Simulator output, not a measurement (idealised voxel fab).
This section sets out a process module, namely voxel wiring stack.
Cross-section cut spans 255 nm and uses square cells 5 nm in size.
Cross-section layout: square cells on a grid; listed as bands, top to bottom; a band spans one or more cell rows. Quick guide to a band line: top height, bottom height (nm) up front; then every material left to right with its width in nm. Only one material and it's marked "all across"? Then it fills the band edge to edge. And "blank" just means empty space. Measure heights from 0. That's the level where, below it, the as-received wafer is all one material. The lowest band is bottomless and extends downward; write it as in "0 -> down". Width spec "30->40" -> top row of cells at first value, bottom row at second value, equal per-row change in between. Where a step carries "nothing was modified", the cross-section came out of it unchanged, cell for cell. "Unvented cavities" means: voids of 8 cells or more that are shut off from the top with no open way through. Written width x height at distance, distance from the left edge, in nm. Heads up: the bit after the settings on a step's line is the simulator's remark on that step. On any step carrying a mask, the "overlay nm" setting, if present on the step's line, tells how far right of its planned place the mask lay; negative values point to the left.
-- Process steps (planned)
1) RECEIVE with material Si
2) CONFORMAL_DEP with material SiO2, thk nm 15
3) CONFORMAL_DEP with material SiN, thk nm 5
4) DIRECTIONAL_DEP with material SiO2, thk nm 15
5) DIRECTIONAL_DEP with material aC, thk nm 15
6) PATTERN with tone open, mask id METAL_1, material resist, width nm 20, pitch nm 35, thk nm 35, overlay nm 0
7) DIRECTIONAL_ETCH with etch materials aC, depth nm 15
8) STRIP with etch materials resist
9) DIRECTIONAL_ETCH with etch materials SiO2, depth nm 15
10) DIRECTIONAL_ETCH with etch materials SiN, depth nm 5
11) STRIP with etch materials aC
12) CONFORMAL_DEP with material TiN, thk nm 5
13) FILL_DEP with material W, thk nm 10
14) CMP with height nm 35
15) CONFORMAL_DEP with material SiCN, thk nm 5
16) DIRECTIONAL_DEP with material SiO2, thk nm 15
17) PATTERN with tone open, mask id PLUG_1, material resist, width nm 15, pitch nm 70, thk nm 20, overlay nm 0
18) DIRECTIONAL_ETCH with etch materials SiO2, depth nm 15
19) DIRECTIONAL_ETCH with etch materials SiCN, depth nm 5
20) STRIP with etch materials resist
21) CONFORMAL_DEP with material TiN, thk nm 5
22) FILL_DEP with material Ru, thk nm 10
23) CMP with height nm 55
24) DIRECTIONAL_DEP with material TiN, thk nm 5
25) DIRECTIONAL_DEP with material Ru, thk nm 15
26) MASKED_ETCH with tone cover, mask id METAL_2, width nm 20, pitch nm 35, etch materials Ru, depth nm 15, overlay nm 0
27) MASKED_ETCH with tone cover, mask id METAL_2, width nm 20, pitch nm 35, etch materials TiN, depth nm 5, overlay nm 0
28) FILL_DEP with material SiO2, thk nm 5
29) CMP with height nm 75
30) CONFORMAL_DEP with material SiCN, thk nm 5
31) DIRECTIONAL_DEP with material SiO2, thk nm 30
32) DIRECTIONAL_DEP with material aC, thk nm 10
33) PATTERN with tone open, mask id METAL_3, material resist, width nm 20, pitch nm 35, thk nm 30, overlay nm 0
34) DIRECTIONAL_ETCH with etch materials aC, depth nm 10
35) STRIP with etch materials resist
36) DIRECTIONAL_ETCH with etch materials SiO2, depth nm 20
37) STRIP with etch materials aC
38) PATTERN with tone open, mask id METAL_3_HOLES, material resist, width nm 15, pitch nm 70, thk nm 20, overlay nm 0
39) DIRECTIONAL_ETCH with etch materials SiO2, depth nm 10
40) DIRECTIONAL_ETCH with etch materials SiCN, depth nm 5
41) STRIP with etch materials resist
42) CONFORMAL_DEP with material TiN, thk nm 5
43) FILL_DEP with material Cu, thk nm 5
44) CMP with height nm 110
45) CONFORMAL_DEP with material SiN, thk nm 5
-- Below: the first of two wafers, run as planned
-- Incoming wafer in cross-section (state: after step 1)
    0 -> down | Si all across
    Unvented cavities: none
-- State of the wafer after step 2, shown in cross-section
    15 -> 0 | SiO2 all across
    Everything under 0 stays put, no change at all.
-- State of the wafer after step 3, shown in cross-section
    20 -> 15 | SiN all across
    Everything under 15 stays put, no change at all.
-- State of the wafer after step 4, shown in cross-section
    35 -> 20 | SiO2 all across
    Everything under 20 stays put, no change at all.
-- State of the wafer after step 5, shown in cross-section
    50 -> 35 | aC all across
    Everything under 35 stays put, no change at all.
-- State of the wafer after step 6, shown in cross-section
    85 -> 50 | resist 65 | blank 20 | resist 15 | blank 20 | resist 15 | blank 20 | resist 15 | blank 20 | resist 65
    Everything under 50 stays put, no change at all.
-- State of the wafer after step 7, shown in cross-section
    70 -> 50 | resist 65 | blank 20 | resist 15 | blank 20 | resist 15 | blank 20 | resist 15 | blank 20 | resist 65
    50 -> 35 | aC 65 | blank 20 | aC 15 | blank 20 | aC 15 | blank 20 | aC 15 | blank 20 | aC 65
    Everything under 35 stays put, no change at all.
-- State of the wafer after step 8, shown in cross-section
    50 -> 35 | aC 65 | blank 20 | aC 15 | blank 20 | aC 15 | blank 20 | aC 15 | blank 20 | aC 65
    Everything under 35 stays put, no change at all.
-- State of the wafer after step 9, shown in cross-section
    50 -> 35 | aC 65 | blank 20 | aC 15 | blank 20 | aC 15 | blank 20 | aC 15 | blank 20 | aC 65
    35 -> 20 | SiO2 65 | blank 20 | SiO2 15 | blank 20 | SiO2 15 | blank 20 | SiO2 15 | blank 20 | SiO2 65
    Everything under 20 stays put, no change at all.
-- State of the wafer after step 10, shown in cross-section
    50 -> 35 | aC 65 | blank 20 | aC 15 | blank 20 | aC 15 | blank 20 | aC 15 | blank 20 | aC 65
    35 -> 20 | SiO2 65 | blank 20 | SiO2 15 | blank 20 | SiO2 15 | blank 20 | SiO2 15 | blank 20 | SiO2 65
    20 -> 15 | SiN 65 | blank 20 | SiN 15 | blank 20 | SiN 15 | blank 20 | SiN 15 | blank 20 | SiN 65
    Everything under 15 stays put, no change at all.
-- State of the wafer after step 11, shown in cross-section
    35 -> 20 | SiO2 65 | blank 20 | SiO2 15 | blank 20 | SiO2 15 | blank 20 | SiO2 15 | blank 20 | SiO2 65
    Everything under 20 stays put, no change at all.
-- State of the wafer after step 12, shown in cross-section
    40 -> 35 | TiN 70 | blank 10 | TiN 25 | blank 10 | TiN 25 | blank 10 | TiN 25 | blank 10 | TiN 70
    35 -> 20 | SiO2 65 | TiN 5 | blank 10 | TiN 5 | SiO2 15 | TiN 5 | blank 10 | TiN 5 | SiO2 15 | TiN 5 | blank 10 | TiN 5 | SiO2 15 | TiN 5 | blank 10 | TiN 5 | SiO2 65
    20 -> 15 | SiN 65 | TiN 20 | SiN 15 | TiN 20 | SiN 15 | TiN 20 | SiN 15 | TiN 20 | SiN 65
    Everything under 15 stays put, no change at all.
-- State of the wafer after step 13, shown in cross-section
    50 -> 40 | W all across
    40 -> 35 | TiN 70 | W 10 | TiN 25 | W 10 | TiN 25 | W 10 | TiN 25 | W 10 | TiN 70
    35 -> 20 | SiO2 65 | TiN 5 | W 10 | TiN 5 | SiO2 15 | TiN 5 | W 10 | TiN 5 | SiO2 15 | TiN 5 | W 10 | TiN 5 | SiO2 15 | TiN 5 | W 10 | TiN 5 | SiO2 65
    Everything under 20 stays put, no change at all.
-- State of the wafer after step 14, shown in cross-section
    35 -> 20 | SiO2 65 | TiN 5 | W 10 | TiN 5 | SiO2 15 | TiN 5 | W 10 | TiN 5 | SiO2 15 | TiN 5 | W 10 | TiN 5 | SiO2 15 | TiN 5 | W 10 | TiN 5 | SiO2 65
    Everything under 20 stays put, no change at all.
-- State of the wafer after step 15, shown in cross-section
    40 -> 35 | SiCN all across
    Everything under 35 stays put, no change at all.
-- State of the wafer after step 16, shown in cross-section
    55 -> 40 | SiO2 all across
    Everything under 40 stays put, no change at all.
-- State of the wafer after step 17, shown in cross-section
    75 -> 55 | resist 65 | blank 15 | resist 55 | blank 15 | resist 105
    Everything under 55 stays put, no change at all.
-- State of the wafer after step 18, shown in cross-section
    75 -> 55 | resist 65 | blank 15 | resist 55 | blank 15 | resist 105
    55 -> 40 | SiO2 65 | blank 15 | SiO2 55 | blank 15 | SiO2 105
    Everything under 40 stays put, no change at all.
-- State of the wafer after step 19, shown in cross-section
    75 -> 55 | resist 65 | blank 15 | resist 55 | blank 15 | resist 105
    55 -> 40 | SiO2 65 | blank 15 | SiO2 55 | blank 15 | SiO2 105
    40 -> 35 | SiCN 65 | blank 15 | SiCN 55 | blank 15 | SiCN 105
    Everything under 35 stays put, no change at all.
-- State of the wafer after step 20, shown in cross-section
    55 -> 40 | SiO2 65 | blank 15 | SiO2 55 | blank 15 | SiO2 105
    Everything under 40 stays put, no change at all.
-- State of the wafer after step 21, shown in cross-section
    60 -> 55 | TiN 70 | blank 5 | TiN 65 | blank 5 | TiN 110
    55 -> 40 | SiO2 65 | TiN 5 | blank 5 | TiN 5 | SiO2 55 | TiN 5 | blank 5 | TiN 5 | SiO2 105
    40 -> 35 | SiCN 65 | TiN 15 | SiCN 55 | TiN 15 | SiCN 105
    Everything under 35 stays put, no change at all.
-- State of the wafer after step 22, shown in cross-section
    70 -> 60 | Ru all across
    60 -> 55 | TiN 70 | Ru 5 | TiN 65 | Ru 5 | TiN 110
    55 -> 40 | SiO2 65 | TiN 5 | Ru 5 | TiN 5 | SiO2 55 | TiN 5 | Ru 5 | TiN 5 | SiO2 105
    Everything under 40 stays put, no change at all.
-- State of the wafer after step 23, shown in cross-section
    55 -> 40 | SiO2 65 | TiN 5 | Ru 5 | TiN 5 | SiO2 55 | TiN 5 | Ru 5 | TiN 5 | SiO2 105
    Everything under 40 stays put, no change at all.
-- State of the wafer after step 24, shown in cross-section
    60 -> 55 | TiN all across
    Everything under 55 stays put, no change at all.
-- State of the wafer after step 25, shown in cross-section
    75 -> 60 | Ru all across
    Everything under 60 stays put, no change at all.
-- State of the wafer after step 26, shown in cross-section
    75 -> 60 | blank 65 | Ru 20 | blank 15 | Ru 20 | blank 15 | Ru 20 | blank 15 | Ru 20 | blank 65
    Everything under 60 stays put, no change at all.
-- State of the wafer after step 27, shown in cross-section
    75 -> 60 | blank 65 | Ru 20 | blank 15 | Ru 20 | blank 15 | Ru 20 | blank 15 | Ru 20 | blank 65
    60 -> 55 | blank 65 | TiN 20 | blank 15 | TiN 20 | blank 15 | TiN 20 | blank 15 | TiN 20 | blank 65
    Everything under 55 stays put, no change at all.
-- State of the wafer after step 28, shown in cross-section
    80 -> 75 | SiO2 all across
    75 -> 60 | SiO2 65 | Ru 20 | SiO2 15 | Ru 20 | SiO2 15 | Ru 20 | SiO2 15 | Ru 20 | SiO2 65
    60 -> 55 | SiO2 65 | TiN 20 | SiO2 15 | TiN 20 | SiO2 15 | TiN 20 | SiO2 15 | TiN 20 | SiO2 65
    Everything under 55 stays put, no change at all.
-- State of the wafer after step 29, shown in cross-section
    75 -> 60 | SiO2 65 | Ru 20 | SiO2 15 | Ru 20 | SiO2 15 | Ru 20 | SiO2 15 | Ru 20 | SiO2 65
    Everything under 60 stays put, no change at all.
-- State of the wafer after step 30, shown in cross-section
    80 -> 75 | SiCN all across
    Everything under 75 stays put, no change at all.
-- State of the wafer after step 31, shown in cross-section
    110 -> 80 | SiO2 all across
    Everything under 80 stays put, no change at all.
-- State of the wafer after step 32, shown in cross-section
    120 -> 110 | aC all across
    Everything under 110 stays put, no change at all.
-- State of the wafer after step 33, shown in cross-section
    150 -> 120 | resist 65 | blank 20 | resist 15 | blank 20 | resist 15 | blank 20 | resist 15 | blank 20 | resist 65
    Everything under 120 stays put, no change at all.
-- State of the wafer after step 34, shown in cross-section
    140 -> 120 | resist 65 | blank 20 | resist 15 | blank 20 | resist 15 | blank 20 | resist 15 | blank 20 | resist 65
    120 -> 110 | aC 65 | blank 20 | aC 15 | blank 20 | aC 15 | blank 20 | aC 15 | blank 20 | aC 65
    Everything under 110 stays put, no change at all.
-- State of the wafer after step 35, shown in cross-section
    120 -> 110 | aC 65 | blank 20 | aC 15 | blank 20 | aC 15 | blank 20 | aC 15 | blank 20 | aC 65
    Everything under 110 stays put, no change at all.
-- State of the wafer after step 36, shown in cross-section
    120 -> 110 | aC 65 | blank 20 | aC 15 | blank 20 | aC 15 | blank 20 | aC 15 | blank 20 | aC 65
    110 -> 90 | SiO2 65 | blank 20 | SiO2 15 | blank 20 | SiO2 15 | blank 20 | SiO2 15 | blank 20 | SiO2 65
    Everything under 90 stays put, no change at all.
-- State of the wafer after step 37, shown in cross-section
    110 -> 90 | SiO2 65 | blank 20 | SiO2 15 | blank 20 | SiO2 15 | blank 20 | SiO2 15 | blank 20 | SiO2 65
    Everything under 90 stays put, no change at all.
-- State of the wafer after step 38, shown in cross-section
    130 -> 110 | resist 65 | blank 15 | resist 55 | blank 15 | resist 105
    110 -> 90 | SiO2 65 | blank 15 | resist 5 | SiO2 15 | resist 20 | SiO2 15 | blank 15 | resist 5 | SiO2 15 | resist 20 | SiO2 65
    Everything under 90 stays put, no change at all.
-- State of the wafer after step 39, shown in cross-section
    130 -> 110 | resist 65 | blank 15 | resist 55 | blank 15 | resist 105
    110 -> 90 | SiO2 65 | blank 15 | resist 5 | SiO2 15 | resist 20 | SiO2 15 | blank 15 | resist 5 | SiO2 15 | resist 20 | SiO2 65
    90 -> 80 | SiO2 65 | blank 15 | SiO2 55 | blank 15 | SiO2 105
    Everything under 80 stays put, no change at all.
-- State of the wafer after step 40, shown in cross-section
    130 -> 110 | resist 65 | blank 15 | resist 55 | blank 15 | resist 105
    110 -> 90 | SiO2 65 | blank 15 | resist 5 | SiO2 15 | resist 20 | SiO2 15 | blank 15 | resist 5 | SiO2 15 | resist 20 | SiO2 65
    90 -> 80 | SiO2 65 | blank 15 | SiO2 55 | blank 15 | SiO2 105
    80 -> 75 | SiCN 65 | blank 15 | SiCN 55 | blank 15 | SiCN 105
    Everything under 75 stays put, no change at all.
-- State of the wafer after step 41, shown in cross-section
    110 -> 90 | SiO2 65 | blank 20 | SiO2 15 | blank 20 | SiO2 15 | blank 20 | SiO2 15 | blank 20 | SiO2 65
    Everything under 90 stays put, no change at all.
-- State of the wafer after step 42, shown in cross-section
    115 -> 110 | TiN 70 | blank 10 | TiN 25 | blank 10 | TiN 25 | blank 10 | TiN 25 | blank 10 | TiN 70
    110 -> 95 | SiO2 65 | TiN 5 | blank 10 | TiN 5 | SiO2 15 | TiN 5 | blank 10 | TiN 5 | SiO2 15 | TiN 5 | blank 10 | TiN 5 | SiO2 15 | TiN 5 | blank 10 | TiN 5 | SiO2 65
    95 -> 90 | SiO2 65 | TiN 5 | blank 5 | TiN 10 | SiO2 15 | TiN 20 | SiO2 15 | TiN 5 | blank 5 | TiN 10 | SiO2 15 | TiN 20 | SiO2 65
    90 -> 80 | SiO2 65 | TiN 5 | blank 5 | TiN 5 | SiO2 55 | TiN 5 | blank 5 | TiN 5 | SiO2 105
    80 -> 75 | SiCN 65 | TiN 15 | SiCN 55 | TiN 15 | SiCN 105
    Everything under 75 stays put, no change at all.
-- State of the wafer after step 43, shown in cross-section
    120 -> 115 | Cu all across
    115 -> 110 | TiN 70 | Cu 10 | TiN 25 | Cu 10 | TiN 25 | Cu 10 | TiN 25 | Cu 10 | TiN 70
    110 -> 95 | SiO2 65 | TiN 5 | Cu 10 | TiN 5 | SiO2 15 | TiN 5 | Cu 10 | TiN 5 | SiO2 15 | TiN 5 | Cu 10 | TiN 5 | SiO2 15 | TiN 5 | Cu 10 | TiN 5 | SiO2 65
    95 -> 90 | SiO2 65 | TiN 5 | Cu 5 | TiN 10 | SiO2 15 | TiN 20 | SiO2 15 | TiN 5 | Cu 5 | TiN 10 | SiO2 15 | TiN 20 | SiO2 65
    90 -> 80 | SiO2 65 | TiN 5 | Cu 5 | TiN 5 | SiO2 55 | TiN 5 | Cu 5 | TiN 5 | SiO2 105
    Everything under 80 stays put, no change at all.
-- State of the wafer after step 44, shown in cross-section
    110 -> 95 | SiO2 65 | TiN 5 | Cu 10 | TiN 5 | SiO2 15 | TiN 5 | Cu 10 | TiN 5 | SiO2 15 | TiN 5 | Cu 10 | TiN 5 | SiO2 15 | TiN 5 | Cu 10 | TiN 5 | SiO2 65
    Everything under 95 stays put, no change at all.
-- State of the wafer after step 45, shown in cross-section
    115 -> 110 | SiN all across
    Everything under 110 stays put, no change at all.
-- Now the other wafer: same start, same recipe, but we messed up one thing when running it. Up to and including step 25 it's the same as the first one
-- Second wafer, cross-section, planned end of step 26
    75 -> 60 | Ru 65 | blank 20 | Ru 15 | blank 20 | Ru 15 | blank 20 | Ru 15 | blank 20 | Ru 65
    Everything under 60 stays put, no change at all.
Second wafer, cross-section, planned end of step 27: nothing was modified
-- Second wafer, cross-section, planned end of step 28
    80 -> 75 | SiO2 all across
    75 -> 60 | Ru 65 | SiO2 20 | Ru 15 | SiO2 20 | Ru 15 | SiO2 20 | Ru 15 | SiO2 20 | Ru 65
    Everything under 60 stays put, no change at all.
-- Second wafer, cross-section, planned end of step 29
    75 -> 60 | Ru 65 | SiO2 20 | Ru 15 | SiO2 20 | Ru 15 | SiO2 20 | Ru 15 | SiO2 20 | Ru 65
    Everything under 60 stays put, no change at all.
-- Second wafer, cross-section, planned end of step 30
    80 -> 75 | SiCN all across
    Everything under 75 stays put, no change at all.
-- Second wafer, cross-section, planned end of step 31
    110 -> 80 | SiO2 all across
    Everything under 80 stays put, no change at all.
-- Second wafer, cross-section, planned end of step 32
    120 -> 110 | aC all across
    Everything under 110 stays put, no change at all.
-- Second wafer, cross-section, planned end of step 33
    150 -> 120 | resist 65 | blank 20 | resist 15 | blank 20 | resist 15 | blank 20 | resist 15 | blank 20 | resist 65
    Everything under 120 stays put, no change at all.
-- Second wafer, cross-section, planned end of step 34
    140 -> 120 | resist 65 | blank 20 | resist 15 | blank 20 | resist 15 | blank 20 | resist 15 | blank 20 | resist 65
    120 -> 110 | aC 65 | blank 20 | aC 15 | blank 20 | aC 15 | blank 20 | aC 15 | blank 20 | aC 65
    Everything under 110 stays put, no change at all.
-- Second wafer, cross-section, planned end of step 35
    120 -> 110 | aC 65 | blank 20 | aC 15 | blank 20 | aC 15 | blank 20 | aC 15 | blank 20 | aC 65
    Everything under 110 stays put, no change at all.
-- Second wafer, cross-section, planned end of step 36
    120 -> 110 | aC 65 | blank 20 | aC 15 | blank 20 | aC 15 | blank 20 | aC 15 | blank 20 | aC 65
    110 -> 90 | SiO2 65 | blank 20 | SiO2 15 | blank 20 | SiO2 15 | blank 20 | SiO2 15 | blank 20 | SiO2 65
    Everything under 90 stays put, no change at all.
-- Second wafer, cross-section, planned end of step 37
    110 -> 90 | SiO2 65 | blank 20 | SiO2 15 | blank 20 | SiO2 15 | blank 20 | SiO2 15 | blank 20 | SiO2 65
    Everything under 90 stays put, no change at all.
-- Second wafer, cross-section, planned end of step 38
    130 -> 110 | resist 65 | blank 15 | resist 55 | blank 15 | resist 105
    110 -> 90 | SiO2 65 | blank 15 | resist 5 | SiO2 15 | resist 20 | SiO2 15 | blank 15 | resist 5 | SiO2 15 | resist 20 | SiO2 65
    Everything under 90 stays put, no change at all.
-- Second wafer, cross-section, planned end of step 39
    130 -> 110 | resist 65 | blank 15 | resist 55 | blank 15 | resist 105
    110 -> 90 | SiO2 65 | blank 15 | resist 5 | SiO2 15 | resist 20 | SiO2 15 | blank 15 | resist 5 | SiO2 15 | resist 20 | SiO2 65
    90 -> 80 | SiO2 65 | blank 15 | SiO2 55 | blank 15 | SiO2 105
    Everything under 80 stays put, no change at all.
-- Second wafer, cross-section, planned end of step 40
    130 -> 110 | resist 65 | blank 15 | resist 55 | blank 15 | resist 105
    110 -> 90 | SiO2 65 | blank 15 | resist 5 | SiO2 15 | resist 20 | SiO2 15 | blank 15 | resist 5 | SiO2 15 | resist 20 | SiO2 65
    90 -> 80 | SiO2 65 | blank 15 | SiO2 55 | blank 15 | SiO2 105
    80 -> 75 | SiCN 65 | blank 15 | SiCN 55 | blank 15 | SiCN 105
    Everything under 75 stays put, no change at all.
-- Second wafer, cross-section, planned end of step 41
    110 -> 90 | SiO2 65 | blank 20 | SiO2 15 | blank 20 | SiO2 15 | blank 20 | SiO2 15 | blank 20 | SiO2 65
    Everything under 90 stays put, no change at all.
-- Second wafer, cross-section, planned end of step 42
    115 -> 110 | TiN 70 | blank 10 | TiN 25 | blank 10 | TiN 25 | blank 10 | TiN 25 | blank 10 | TiN 70
    110 -> 95 | SiO2 65 | TiN 5 | blank 10 | TiN 5 | SiO2 15 | TiN 5 | blank 10 | TiN 5 | SiO2 15 | TiN 5 | blank 10 | TiN 5 | SiO2 15 | TiN 5 | blank 10 | TiN 5 | SiO2 65
    95 -> 90 | SiO2 65 | TiN 5 | blank 5 | TiN 10 | SiO2 15 | TiN 20 | SiO2 15 | TiN 5 | blank 5 | TiN 10 | SiO2 15 | TiN 20 | SiO2 65
    90 -> 80 | SiO2 65 | TiN 5 | blank 5 | TiN 5 | SiO2 55 | TiN 5 | blank 5 | TiN 5 | SiO2 105
    80 -> 75 | SiCN 65 | TiN 15 | SiCN 55 | TiN 15 | SiCN 105
    Everything under 75 stays put, no change at all.
-- Second wafer, cross-section, planned end of step 43
    120 -> 115 | Cu all across
    115 -> 110 | TiN 70 | Cu 10 | TiN 25 | Cu 10 | TiN 25 | Cu 10 | TiN 25 | Cu 10 | TiN 70
    110 -> 95 | SiO2 65 | TiN 5 | Cu 10 | TiN 5 | SiO2 15 | TiN 5 | Cu 10 | TiN 5 | SiO2 15 | TiN 5 | Cu 10 | TiN 5 | SiO2 15 | TiN 5 | Cu 10 | TiN 5 | SiO2 65
    95 -> 90 | SiO2 65 | TiN 5 | Cu 5 | TiN 10 | SiO2 15 | TiN 20 | SiO2 15 | TiN 5 | Cu 5 | TiN 10 | SiO2 15 | TiN 20 | SiO2 65
    90 -> 80 | SiO2 65 | TiN 5 | Cu 5 | TiN 5 | SiO2 55 | TiN 5 | Cu 5 | TiN 5 | SiO2 105
    Everything under 80 stays put, no change at all.
-- Second wafer, cross-section, planned end of step 44
    110 -> 95 | SiO2 65 | TiN 5 | Cu 10 | TiN 5 | SiO2 15 | TiN 5 | Cu 10 | TiN 5 | SiO2 15 | TiN 5 | Cu 10 | TiN 5 | SiO2 15 | TiN 5 | Cu 10 | TiN 5 | SiO2 65
    Everything under 95 stays put, no change at all.
-- Second wafer, cross-section, planned end of step 45
    115 -> 110 | SiN all across
    Everything under 110 stays put, no change at all.
The mistake made against the process plan was this: in deviation from the planned setting, step 26 was conducted as MASKED_ETCH with tone open, mask id METAL_2, width nm 20, pitch nm 35, etch materials Ru, depth nm 15, overlay nm 0
In the final state, the cell counts of the second wafer exceed or fall short of those of the first for the following materials: +57 Ru; -92 SiO2; +35 TiN
